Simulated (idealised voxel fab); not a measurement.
voxel self aligned vias: a process module
Cross-section cut spans 215 nm and uses square cells 5 nm in size.
A cross-section in this document is a grid of square cells, and it is written down as bands, the top band listed before the ones below it; a band is made up of one or more rows of cells.
The band entry comprises the height of the band's top followed by the height of its bottom, expressed in nm, and subsequently the band's materials from left to right, each stated together with its width in nm. Where a single material is marked with the word "full width", that material fills the band from edge to edge. The word "empty" represents empty space.
Height reference: 0 = level under which incoming wafer is all one material. Lowest band: no bottom, runs on downward, e.g. "0 -> down".
With a width like "30 to 40", each row of cells in the band differs from the next by the same amount, the top row carrying the first number and the bottom row the second.
No cell of the cross-section changed in a step that is given as "everything unchanged".
Voids not open to the top, 8 cells minimum: see "Closed internal cavities". Written width x height at distance; distance is from the left edge; nm.
Post-settings text on a step line: simulator's own remark regarding the step.
overlay nm: mask offset rightward from planned place, masked step; negative means leftward offset.
These are the steps we planned for the process:
- 1: RECEIVE | material Si
- 2: CONFORMAL_DEP | material SiO2 | thk nm 10
- 3: CONFORMAL_DEP | material SiCN | thk nm 5
- 4: DIRECTIONAL_DEP | material lowk | thk nm 20
- 5: MASKED_ETCH | tone open | mask id LINES | width nm 30 | pitch nm 60 | etch materials lowk | depth nm 20 | overlay nm 0
- 6: CONFORMAL_DEP | material TiN | thk nm 5
- 7: FILL_DEP | material W | thk nm 5
- 8: CMP | height nm 35
- 9: SELECTIVE_ETCH | etch materials W Ru TiN | depth nm 10
- 10: FILL_DEP | material SiN | thk nm 10
- 11: CMP | height nm 35
- 12: DIRECTIONAL_DEP | material lowk | thk nm 20
- 13: PATTERN | tone open | mask id VIAS | material resist | width nm 40 | pitch nm 60 | thk nm 15 | overlay nm 0
- 14: DIRECTIONAL_ETCH | etch materials lowk | depth nm 20
- 15: DIRECTIONAL_ETCH | etch materials SiN | depth nm 10
- 16: STRIP | etch materials resist
- 17: CONFORMAL_DEP | material TiN | thk nm 5
- 18: FILL_DEP | material Cu | thk nm 10
- 19: CMP | height nm 55
- 20: CONFORMAL_DEP | material SiCN | thk nm 5
Wafer at receipt (post step 1), cross-section:
- 0 -> down  Si full width
- Closed internal cavities: none
Here's the wafer cut in cross-section after the module, started and planned just like above, except one thing was done wrong in the run:
- 60 -> 55  SiCN full width
- 55 -> 40  25 nm lowk | 5 nm TiN | 30 nm Cu | 5 nm TiN | 20 nm lowk | 5 nm TiN | 30 nm Cu | 5 nm TiN | 20 nm lowk | 5 nm TiN | 30 nm Cu | 5 nm TiN | 30 nm lowk
- 40 -> 30  25 to 35 nm lowk | 15 to 5 nm TiN | 15 nm Cu | 10 to 5 nm TiN | 20 to 35 nm lowk | 15 to 5 nm TiN | 15 nm Cu | 10 to 5 nm TiN | 20 to 35 nm lowk | 15 to 5 nm TiN | 15 nm Cu | 10 to 5 nm TiN | 30 to 35 nm lowk
- 30 -> 25  35 nm lowk | 25 nm TiN | 35 nm lowk | 25 nm TiN | 35 nm lowk | 25 nm TiN | 35 nm lowk
- 25 -> 20  35 nm lowk | 5 nm TiN | 15 nm W | 5 nm TiN | 35 nm lowk | 5 nm TiN | 15 nm W | 5 nm TiN | 35 nm lowk | 5 nm TiN | 15 nm W | 5 nm TiN | 35 nm lowk
- 20 -> 15  35 nm lowk | 25 nm TiN | 35 nm lowk | 25 nm TiN | 35 nm lowk | 25 nm TiN | 35 nm lowk
- 15 -> 10  SiCN full width
- 10 -> 0  SiO2 full width
- 0 -> down  Si full width
- Closed internal cavities: none
What broke from the plan during processing? the process deviated at step 5: the operation and settings actually run there were MASKED_ETCH | tone open | mask id LINES | width nm 25 | pitch nm 60 | etch materials lowk | depth nm 20 | overlay nm 0
